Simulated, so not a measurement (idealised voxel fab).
Proc. module: voxel gate over fins
Square cell edge 5 nm, section width 240 nm, ID cut.
Reading order for cross-sections: top band down to bottom band. Underlying form: a grid of square cells. Band size: one or more rows of cells. Band: top height; bottom height; in nm. Then, left to right: material with width in nm, for each material. "throughout": a single material spanning edge to edge. "empty": empty space. The reference from which all heights are counted is 0, the level beneath which the as-received wafer is entirely one material; the lowest band, having no lower bound, proceeds downward and is written after the example "0 nm and below". Quick explanation for "30 to 40": the width changes in equal steps down the rows of cells, from the first number in the band's top row to the second number in its bottom row. Step note "same as before" = no cross-section cell changed. Closed empty spaces (no open way to the top) of 8 cells or more are what "Trapped void list" lists, each as width x height at distance from the left edge, nm for all three. Text after the settings on a step's line: the simulator's own remark on that step. overlay nm: how far to the right of its planned place the mask lay on this masked step (negative: to the left).
-- Intended process steps
| 1 | op RECEIVE | material Si |
| 2 | op CONFORMAL_DEP | material SiN | thk nm 5 |
| 3 | op MASKED_ETCH | tone cover | mask id FINS | width nm 15 | pitch nm 40 | etch materials SiN | depth nm 5 | overlay nm 0 |
| 4 | op MASKED_ETCH | tone cover | mask id FINS | width nm 15 | pitch nm 40 | etch materials Si | depth nm 40 | overlay nm 0 |
| 5 | op OXIDIZE | depth nm 5 |
| 6 | op FILL_DEP | material SiO2 | thk nm 15 |
| 7 | op CMP | height nm 5 |
| 8 | op SELECTIVE_ETCH | etch materials SiO2 | depth nm 15 |
| 9 | op STRIP | etch materials SiN |
| 10 | op CONFORMAL_DEP | material HfO2 | thk nm 5 |
| 11 | op CONFORMAL_DEP | material TiN | thk nm 5 |
| 12 | op FILL_DEP | material W | thk nm 10 |
| 13 | op CMP | height nm 15 |
| 14 | op CONFORMAL_DEP | material SiCN | thk nm 5 |
-- Incoming wafer in cross-section (state: after step 1)
> 0 nm and below  Si throughout
> Trapped void list: none
-- Sectioned view, first of two wafers, at the close of the module, processed as intended in the plan
> 20 nm to 15 nm  SiCN throughout
> 15 nm to 10 nm  W throughout
> 10 nm to 5 nm  45 of W / 25 of TiN / 15 of W / 25 of TiN / 15 of W / 25 of TiN / 15 of W / 25 of TiN / 50 of W
> 5 nm to 0 nm  45 of W / 5 of TiN / 15 of HfO2 / 5 of TiN / 15 of W / 5 of TiN / 15 of HfO2 / 5 of TiN / 15 of W / 5 of TiN / 15 of HfO2 / 5 of TiN / 15 of W / 5 of TiN / 15 of HfO2 / 5 of TiN / 50 of W
> 0 nm to -5 nm  50 of TiN / 5 of HfO2 / 5 of Si / 5 of HfO2 / 25 of TiN / 5 of HfO2 / 5 of Si / 5 of HfO2 / 25 of TiN / 5 of HfO2 / 5 of Si / 5 of HfO2 / 25 of TiN / 5 of HfO2 / 5 of Si / 5 of HfO2 / 55 of TiN
> -5 nm to -10 nm  55 of HfO2 / 5 of Si / 35 of HfO2 / 5 of Si / 35 of HfO2 / 5 of Si / 35 of HfO2 / 5 of Si / 60 of HfO2
> -10 nm to -45 nm  55 of SiO2 / 5 of Si / 35 of SiO2 / 5 of Si / 35 of SiO2 / 5 of Si / 35 of SiO2 / 5 of Si / 60 of SiO2
> -45 nm and below  Si throughout
> Trapped void list: none
-- Second wafer of the two, sectioned at the end of the module. It began like the first and followed the same plan, but one mistake was made while running it
> 20 nm to 15 nm  SiCN throughout
> 15 nm to 10 nm  W throughout
> 10 nm to 5 nm  45 of W / 25 of TiN / 15 of W / 25 of TiN / 15 of W / 25 of TiN / 15 of W / 25 of TiN / 50 of W
> 5 nm to 0 nm  45 of W / 5 of TiN / 15 of HfO2 / 5 of TiN / 15 of W / 5 of TiN / 15 of HfO2 / 5 of TiN / 15 of W / 5 of TiN / 15 of HfO2 / 5 of TiN / 15 of W / 5 of TiN / 15 of HfO2 / 5 of TiN / 50 of W
> 0 nm to -15 nm  45 of W / 5 of TiN / 5 of HfO2 / 5 of Si / 5 of HfO2 / 5 of TiN / 15 of W / 5 of TiN / 5 of HfO2 / 5 of Si / 5 of HfO2 / 5 of TiN / 15 of W / 5 of TiN / 5 of HfO2 / 5 of Si / 5 of HfO2 / 5 of TiN / 15 of W / 5 of TiN / 5 of HfO2 / 5 of Si / 5 of HfO2 / 5 of TiN / 50 of W
> -15 nm to -20 nm  50 of TiN / 5 of HfO2 / 5 of Si / 5 of HfO2 / 25 of TiN / 5 of HfO2 / 5 of Si / 5 of HfO2 / 25 of TiN / 5 of HfO2 / 5 of Si / 5 of HfO2 / 25 of TiN / 5 of HfO2 / 5 of Si / 5 of HfO2 / 55 of TiN
> -20 nm to -25 nm  55 of HfO2 / 5 of Si / 35 of HfO2 / 5 of Si / 35 of HfO2 / 5 of Si / 35 of HfO2 / 5 of Si / 60 of HfO2
> -25 nm to -45 nm  55 of SiO2 / 5 of Si / 35 of SiO2 / 5 of Si / 35 of SiO2 / 5 of Si / 35 of SiO2 / 5 of Si / 60 of SiO2
> -45 nm and below  Si throughout
> Trapped void list: none
So what did we get wrong on this run? step 8 of the plan was twice carried out
Heads up, by the end the second wafer has more or fewer cells of some materials compared to the first: HfO2: 24 more | SiO2: 132 fewer | TiN: 24 more | W: 84 more
